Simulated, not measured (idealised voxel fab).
Process module in this document: voxel trench capacitor
Each square cell in cross-section cut measures 5 nm, and the section as a whole is 285 nm wide.
Cross-section layout: square cells on a grid; listed as bands, top to bottom; a band spans one or more cell rows. Within each band entry, the heights of the top and of the bottom of the band appear first, in that order and in nm; the materials of the band then follow from left to right, each with its corresponding width in nm. The designation "edge to edge" on a single material indicates that it fills the band from edge to edge; the designation "air" indicates empty space. Below 0: as-received wafer, all one material; heights counted from there. Lowest band: no bottom, goes on down, written "0..down". Graded width ("30->40"): value in top row of band = first number; value in bottom row = second number; row-to-row change constant. Where the words "no modification" appear for a step, the cross-section shows no cell changed by that step; every cell remained as before. Reported under the label "Internal closed voids" are the empty spaces having no open way to the top and comprising 8 cells or more; the notation for each is width x height at distance, in which the distance is measured from the left edge and all three values are in nm. Post-settings text on a step line: simulator's own remark regarding the step. A step line may carry the setting "overlay nm", which, for steps involving a mask, states the distance by which the mask lay to the right of its intended position; negative values denote displacement to the left.
[Set out below are the planned steps of the process]
1,RECEIVE with material Si
2,CONFORMAL_DEP with material SiN, thk nm 10
3,PATTERN with tone open, mask id TRENCH, material resist, width nm 20, pitch nm 50, thk nm 15, overlay nm 0
4,DIRECTIONAL_ETCH with etch materials SiN, depth nm 10
5,DIRECTIONAL_ETCH with etch materials Si, depth nm 35
6,STRIP with etch materials resist
7,CONFORMAL_DEP with material SiO2, thk nm 5
8,FILL_DEP with material polySi, thk nm 5
9,CMP with height nm 10
[First wafer, two in total, run as planned]
[Cross-sectional view of the wafer in its as-received condition, corresponding to the state after step 1]
* 0..down = Si edge to edge
* Internal closed voids: none
[Step 2 done - wafer cross-section]
* 10..0 = SiN edge to edge
* Below 0, no change.
[Step 3 done - wafer cross-section]
* 25..10 = resist=105 / air=20 / resist=30 / air=20 / resist=110
* Below 10, no change.
[Step 4 done - wafer cross-section]
* 25..10 = resist=105 / air=20 / resist=30 / air=20 / resist=110
* 10..0 = SiN=105 / air=20 / SiN=30 / air=20 / SiN=110
* Below 0, no change.
[Step 5 done - wafer cross-section]
* 25..10 = resist=105 / air=20 / resist=30 / air=20 / resist=110
* 10..0 = SiN=105 / air=20 / SiN=30 / air=20 / SiN=110
* 0..-35 = Si=105 / air=20 / Si=30 / air=20 / Si=110
* Below -35, no change.
[Step 6 done - wafer cross-section]
* 10..0 = SiN=105 / air=20 / SiN=30 / air=20 / SiN=110
* Below 0, no change.
[Step 7 done - wafer cross-section]
* 15..10 = SiO2=110 / air=10 / SiO2=40 / air=10 / SiO2=115
* 10..0 = SiN=105 / SiO2=5 / air=10 / SiO2=5 / SiN=30 / SiO2=5 / air=10 / SiO2=5 / SiN=110
* 0..-30 = Si=105 / SiO2=5 / air=10 / SiO2=5 / Si=30 / SiO2=5 / air=10 / SiO2=5 / Si=110
* -30..-35 = Si=105 / SiO2=20 / Si=30 / SiO2=20 / Si=110
* Below -35, no change.
[Step 8 done - wafer cross-section]
* 20..15 = polySi edge to edge
* 15..10 = SiO2=110 / polySi=10 / SiO2=40 / polySi=10 / SiO2=115
* 10..0 = SiN=105 / SiO2=5 / polySi=10 / SiO2=5 / SiN=30 / SiO2=5 / polySi=10 / SiO2=5 / SiN=110
* 0..-30 = Si=105 / SiO2=5 / polySi=10 / SiO2=5 / Si=30 / SiO2=5 / polySi=10 / SiO2=5 / Si=110
* Below -30, no change.
[Step 9 done - wafer cross-section]
* 10..0 = SiN=105 / SiO2=5 / polySi=10 / SiO2=5 / SiN=30 / SiO2=5 / polySi=10 / SiO2=5 / SiN=110
* Below 0, no change.
[The Second Wafer: Common Origin and Plan, One Mistake in Execution, Identical to the First Through Step 1]
[Second wafer: cross-section at the scheduled end of step 2]
* 10..0 = SiO2 edge to edge
* Below 0, no change.
[Second wafer: cross-section at the scheduled end of step 3]
* 25..10 = resist=105 / air=20 / resist=30 / air=20 / resist=110
* Below 10, no change.
Second wafer: cross-section at the scheduled end of step 4: no modification
Second wafer: cross-section at the scheduled end of step 5: no modification
[Second wafer: cross-section at the scheduled end of step 6]
* 10..0 = SiO2 edge to edge
* Below 0, no change.
[Second wafer: cross-section at the scheduled end of step 7]
* 15..0 = SiO2 edge to edge
* Below 0, no change.
[Second wafer: cross-section at the scheduled end of step 8]
* 20..15 = polySi edge to edge
* Below 15, no change.
[Second wafer: cross-section at the scheduled end of step 9]
* 10..0 = SiO2 edge to edge
* Below 0, no change.
Here's what went sideways: step 2: run off-plan, actual operation and settings CONFORMAL_DEP with material SiO2, thk nm 10
Final comparison by cell count, materials where the second wafer has more or fewer than the first: Si: 56 more, SiN: 98 fewer, SiO2: 74 more, polySi: 32 fewer
